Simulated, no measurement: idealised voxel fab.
process module | voxel tone inversion
cross-section cut | 300 nm wide | cells 5 nm
A cross-section is a grid of square cells, given in bands from the top down. A band is one or more rows of cells.
Each band's line starts with the height of the band's top and of its bottom, in nm. Then come its materials from left to right, each with its width in nm. One material with "throughout" fills the band from edge to edge. "air" is empty space.
Height 0 is the level under which the wafer as received is all one material. The lowest band goes on downwards, as in "0 down".
A width such as "30 to 40" changes by the same amount from each row of cells to the next, from the band's top row to its bottom row.
"no change" after a step means that no cell of the cross-section changed.
closed voids: empty space of 8 cells or more with no open way to the top, each as width x height at its distance from the left edge, in nm
after a step's settings: what the simulator itself notes on the step
overlay nm, on a step with a mask: how far to the right of its planned place the mask lay; to the left if negative
plan
1 op RECEIVE | material Si
2 op CONFORMAL_DEP | material SiCN | thk nm 10
3 op DIRECTIONAL_DEP | material polySi | thk nm 15
4 op PATTERN | tone cover | mask id POSTS | material resist | width nm 20 | pitch nm 35 | thk nm 20 | overlay nm 0
5 op DIRECTIONAL_ETCH | etch materials polySi | depth nm 15
6 op STRIP | etch materials resist
7 op FILL_DEP | material lowk | thk nm 5
8 op CMP | height nm 25
9 op STRIP | etch materials polySi
first wafer, as planned
as received, after step 1
  0 down: Si throughout
  closed voids: none
after step 2
  10 to 0: SiCN throughout
  below 0: unchanged
after step 3
  25 to 10: polySi throughout
  below 10: unchanged
after step 4
  45 to 25: air 85 | resist 20 | air 15 | resist 20 | air 15 | resist 20 | air 15 | resist 20 | air 90
  below 25: unchanged
after step 5
  45 to 25: air 85 | resist 20 | air 15 | resist 20 | air 15 | resist 20 | air 15 | resist 20 | air 90
  25 to 10: air 85 | polySi 20 | air 15 | polySi 20 | air 15 | polySi 20 | air 15 | polySi 20 | air 90
  below 10: unchanged
after step 6
  25 to 10: air 85 | polySi 20 | air 15 | polySi 20 | air 15 | polySi 20 | air 15 | polySi 20 | air 90
  below 10: unchanged
after step 7
  30 to 25: lowk throughout
  25 to 10: lowk 85 | polySi 20 | lowk 15 | polySi 20 | lowk 15 | polySi 20 | lowk 15 | polySi 20 | lowk 90
  below 10: unchanged
after step 8
  25 to 10: lowk 85 | polySi 20 | lowk 15 | polySi 20 | lowk 15 | polySi 20 | lowk 15 | polySi 20 | lowk 90
  below 10: unchanged
after step 9
  25 to 10: lowk 85 | air 20 | lowk 15 | air 20 | lowk 15 | air 20 | lowk 15 | air 20 | lowk 90
  below 10: unchanged
second wafer: like start, like plan, one mistake. Through step 2 it matches the first wafer
when step 3 should have ended
  25 to 10: lowk throughout
  below 10: unchanged
when step 4 should have ended
  45 to 25: air 85 | resist 20 | air 15 | resist 20 | air 15 | resist 20 | air 15 | resist 20 | air 90
  below 25: unchanged
when step 5 should have ended: no change
when step 6 should have ended
  25 to 10: lowk throughout
  below 10: unchanged
when step 7 should have ended
  30 to 10: lowk throughout
  below 10: unchanged
when step 8 should have ended
  25 to 10: lowk throughout
  below 10: unchanged
when step 9 should have ended: no change
what went wrong: step 3 ran as: op DIRECTIONAL_DEP | material lowk | thk nm 15
at the end the second wafer has, in cells: 48 more of lowk
